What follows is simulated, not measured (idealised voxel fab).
Herein follows the process module entitled voxel transistor to metal.
Displayed cross-section: cut, width of 160 nm, square cells sized 5 nm.
Each cross-section below is a grid of square cells, stated as bands in top-down order, with one or more rows of cells making up each band.
Basically the band line says how high the top is and how high the bottom is, in nm, and then what's in it from left to right, every material with its width in nm. Empty space shows up as "air", and if a single material carries "full width" it runs the full band edge to edge.
The reference from which all heights are counted is 0, the level beneath which the as-received wafer is entirely one material; the lowest band, having no lower bound, proceeds downward and is written after the example "top 0, no bottom".
A width given as "30 to 40" starts at the first number in the band's top row and ends at the second number in its bottom row, shifting by an equal amount at every step from row to row.
Step marked "nothing changed"? Then no cell in the cross-section changed in it.
Basically, "Trapped voids" tells you about the enclosed voids: empty spaces with no open way to the top, 8 cells or bigger, each written width x height at distance, where distance is from the left edge, all in nm.
Read whatever lies past the settings on a step's line as the simulator's own remark about the step.
"overlay nm", when on a step's line for a step with a mask, measures how far to the right of its planned place the mask lay; a negative measure means to the left.

# So here's the lineup of process steps we planned
step 1: RECEIVE with material Si
step 2: CONFORMAL_DEP with material SiO2, thk nm 5
step 3: CONFORMAL_DEP with material SiN, thk nm 10
step 4: MASKED_ETCH with tone cover, mask id ACTIVE, width nm 115, etch materials SiN, depth nm 10, overlay nm 0
step 5: MASKED_ETCH with tone cover, mask id ACTIVE, width nm 115, etch materials SiO2, depth nm 5, overlay nm 0
step 6: MASKED_ETCH with tone cover, mask id ACTIVE, width nm 115, etch materials Si, depth nm 30, overlay nm 0
step 7: OXIDIZE with depth nm 5
step 8: FILL_DEP with material SiO2, thk nm 15
step 9: CMP with height nm 15
step 10: SELECTIVE_ETCH with etch materials SiO2, depth nm 10
step 11: STRIP with etch materials SiN
step 12: SELECTIVE_ETCH with etch materials SiO2, depth nm 5
step 13: OXIDIZE with depth nm 5
step 14: DIRECTIONAL_DEP with material polySi, thk nm 25
step 15: DIRECTIONAL_DEP with material SiCN, thk nm 10
step 16: PATTERN with tone cover, mask id GATE, material resist, width nm 25, thk nm 20, overlay nm 0
step 17: DIRECTIONAL_ETCH with etch materials SiCN, depth nm 20
step 18: DIRECTIONAL_ETCH with etch materials polySi, depth nm 35
step 19: STRIP with etch materials resist
step 20: CONFORMAL_DEP with material SiO2, thk nm 5
step 21: DIRECTIONAL_ETCH with etch materials SiO2, depth nm 5
step 22: CONFORMAL_DEP with material SiN, thk nm 5
step 23: DIRECTIONAL_ETCH with etch materials SiN, depth nm 5
step 24: DIRECTIONAL_ETCH with etch materials SiO2, depth nm 5
step 25: EPI with material pSi, thk nm 5
step 26: FILL_DEP with material SiO2, thk nm 10
step 27: CMP with height nm 25
step 28: DIRECTIONAL_DEP with material SiO2, thk nm 10
step 29: MASKED_ETCH with tone open, mask id CONTACT, width nm 35, pitch nm 70, etch materials SiO2, depth nm 45, overlay nm 0
step 30: CONFORMAL_DEP with material TiN, thk nm 5
step 31: FILL_DEP with material Ru, thk nm 10
step 32: CMP with height nm 45
step 33: CONFORMAL_DEP with material SiN, thk nm 5
step 34: DIRECTIONAL_DEP with material lowk, thk nm 20
step 35: PATTERN with tone open, mask id METAL_1, material resist, width nm 20, pitch nm 85, thk nm 20, overlay nm 0
step 36: DIRECTIONAL_ETCH with etch materials lowk, depth nm 20
step 37: DIRECTIONAL_ETCH with etch materials SiN, depth nm 5
step 38: STRIP with etch materials resist
step 39: CONFORMAL_DEP with material TiN, thk nm 5
step 40: FILL_DEP with material W, thk nm 5
step 41: CMP with height nm 70
step 42: EPI with material Ru, thk nm 5
step 43: FILL_DEP with material SiCN, thk nm 5
Split variable: height nm, step 27. Plan value = first wafer. Wafers start alike.

# After step 1, as received: first of several wafers, cross-section
- top 0, no bottom  Si full width
- Trapped voids: none

# Note: the following table is arranged by wafer, a row apiece. Each row reports the end-of-module state: per material, cells gained (+) or cells lost (-) compared with the wafer as received; closed voids follow
height nm 25, +104 Ru, -98 Si, +52 SiCN, +34 SiN, +185 SiO2, +84 TiN, +16 W, +96 lowk, +14 pSi, +25 polySi, Trapped voids: none
height nm 30, +80 Ru, -98 Si, +57 SiCN, +36 SiN, +198 SiO2, +88 TiN, +16 W, +96 lowk, +14 pSi, +25 polySi, Trapped voids: none
height nm 35, +78 Ru, -98 Si, +62 SiCN, +38 SiN, +211 SiO2, +70 TiN, +16 W, +96 lowk, +14 pSi, +25 polySi, Trapped voids: none
height nm 40, +70 Ru, -98 Si, +62 SiCN, +38 SiN, +223 SiO2, +66 TiN, +16 W, +96 lowk, +14 pSi, +25 polySi, Trapped voids: none
height nm 45, +62 Ru, -98 Si, +62 SiCN, +38 SiN, +235 SiO2, +62 TiN, +16 W, +96 lowk, +14 pSi, +25 polySi, Trapped voids: none
